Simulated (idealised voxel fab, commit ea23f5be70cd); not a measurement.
Title: Process Module voxel transistor to metal
Square cells of 5 nm make up the cross-section cut, whose width is 210 nm.
This document writes a cross-section as a grid whose cells are square, and gives it as bands, listed from the top down; one or more rows of cells form a band.
Quick guide to a band line: top height, bottom height (nm) up front; then every material left to right with its width in nm. Only one material and it's marked "throughout"? Then it fills the band edge to edge. And "empty" just means empty space.
Beneath 0, the wafer as received is one material, and that level is where height counting begins. The lowest band goes on downward without a bottom; it is written like "top 0, no bottom".
A width given as "30..40" starts at the first number in the band's top row and ends at the second number in its bottom row, shifting by an equal amount at every step from row to row.
"nothing changed" (step): cross-section cells unchanged, all of them.
What "Cavities, sealed" gives you is every empty space of 8 cells or more that is cut off from the top. Each appears as width x height at distance, with the distance taken from the left edge and width, height and distance all in nm.
after a step's settings: what the simulator itself notes on the step
Regarding "overlay nm": on a step with a mask, it is the distance the mask lay to the right of its planned place; a negative value places it to the left.
THE STEPS PLANNED FOR THE PROCESS ARE AS FOLLOWS
1,RECEIVE: material Si
2,CONFORMAL_DEP: material SiO2, thk nm 5
3,CONFORMAL_DEP: material SiN, thk nm 10
4,DIRECTIONAL_DEP: material aC, thk nm 15
5,PATTERN: tone cover, mask id ACTIVE, material resist, width nm 105, thk nm 30, overlay nm 0
6,DIRECTIONAL_ETCH: etch materials aC, depth nm 15
7,STRIP: etch materials resist
8,DIRECTIONAL_ETCH: etch materials SiN, depth nm 10
9,DIRECTIONAL_ETCH: etch materials SiO2, depth nm 5
10,DIRECTIONAL_ETCH: etch materials Si, depth nm 35
11,STRIP: etch materials aC
12,OXIDIZE: depth nm 5
13,FILL_DEP: material SiO2, thk nm 5
14,CMP: height nm 15
15,SELECTIVE_ETCH: etch materials SiO2, depth nm 10
16,STRIP: etch materials SiN
17,SELECTIVE_ETCH: etch materials SiO2, depth nm 5
18,OXIDIZE: depth nm 5
19,DIRECTIONAL_DEP: material polySi, thk nm 30
20,DIRECTIONAL_DEP: material SiCN, thk nm 15
21,PATTERN: tone cover, mask id GATE, material resist, width nm 25, thk nm 20, overlay nm 0
22,DIRECTIONAL_ETCH: etch materials SiCN, depth nm 25
23,DIRECTIONAL_ETCH: etch materials polySi, depth nm 40
24,STRIP: etch materials resist
25,CONFORMAL_DEP: material SiN, thk nm 5
26,DIRECTIONAL_ETCH: etch materials SiN, depth nm 5
27,DIRECTIONAL_ETCH: etch materials SiO2, depth nm 5
28,EPI: material pSi, thk nm 5
29,FILL_DEP: material SiO2, thk nm 5
30,CMP: height nm 30
31,STRIP: etch materials polySi
32,SELECTIVE_ETCH: etch materials SiO2, depth nm 5
33,CONFORMAL_DEP: material HfO2, thk nm 5
34,CONFORMAL_DEP: material TiN, thk nm 5
35,FILL_DEP: material W, thk nm 10
36,CMP: height nm 25
37,DIRECTIONAL_DEP: material SiO2, thk nm 15
38,MASKED_ETCH: tone open, mask id CONTACT, width nm 15, pitch nm 70, etch materials SiO2, depth nm 40, overlay nm 0
39,CONFORMAL_DEP: material TiN, thk nm 5
40,FILL_DEP: material W, thk nm 10
41,CMP: height nm 40
42,DIRECTIONAL_DEP: material TiN, thk nm 5
43,DIRECTIONAL_DEP: material Ru, thk nm 20
44,MASKED_ETCH: tone cover, mask id METAL_1, width nm 15, pitch nm 70, etch materials Ru, depth nm 20, overlay nm 0
45,MASKED_ETCH: tone cover, mask id METAL_1, width nm 15, pitch nm 70, etch materials TiN, depth nm 5, overlay nm 0
46,FILL_DEP: material lowk, thk nm 5
47,CMP: height nm 65
48,CONFORMAL_DEP: material SiCN, thk nm 5
The width nm used in step 38 is not the same on every wafer, whereas the starting condition is; the value printed in the plan is the first wafer's.
THIS IS HOW THE FIRST OF SEVERAL WAFERS LOOKED IN CROSS-SECTION WHEN IT ARRIVED, WHICH IS AFTER STEP 1
* top 0, no bottom = Si throughout
* Cavities, sealed: none
WAFER ROWS, END OF MODULE: CELLS PER MATERIAL GAINED (+) OR LOST (-) SINCE RECEIPT; CLOSED VOIDS LAST
width nm 15 | +17 HfO2 | +24 Ru | -203 Si | +42 SiCN | +10 SiN | +435 SiO2 | +51 TiN | +18 W | +180 lowk | +14 pSi | Cavities, sealed: none
width nm 20 | +17 HfO2 | +24 Ru | -203 Si | +42 SiCN | +10 SiN | +419 SiO2 | +53 TiN | +32 W | +180 lowk | +14 pSi | Cavities, sealed: none
width nm 25 | +17 HfO2 | +24 Ru | -203 Si | +42 SiCN | +10 SiN | +403 SiO2 | +55 TiN | +46 W | +180 lowk | +14 pSi | Cavities, sealed: none
width nm 30 | +17 HfO2 | +24 Ru | -203 Si | +42 SiCN | +10 SiN | +387 SiO2 | +57 TiN | +60 W | +180 lowk | +14 pSi | Cavities, sealed: none
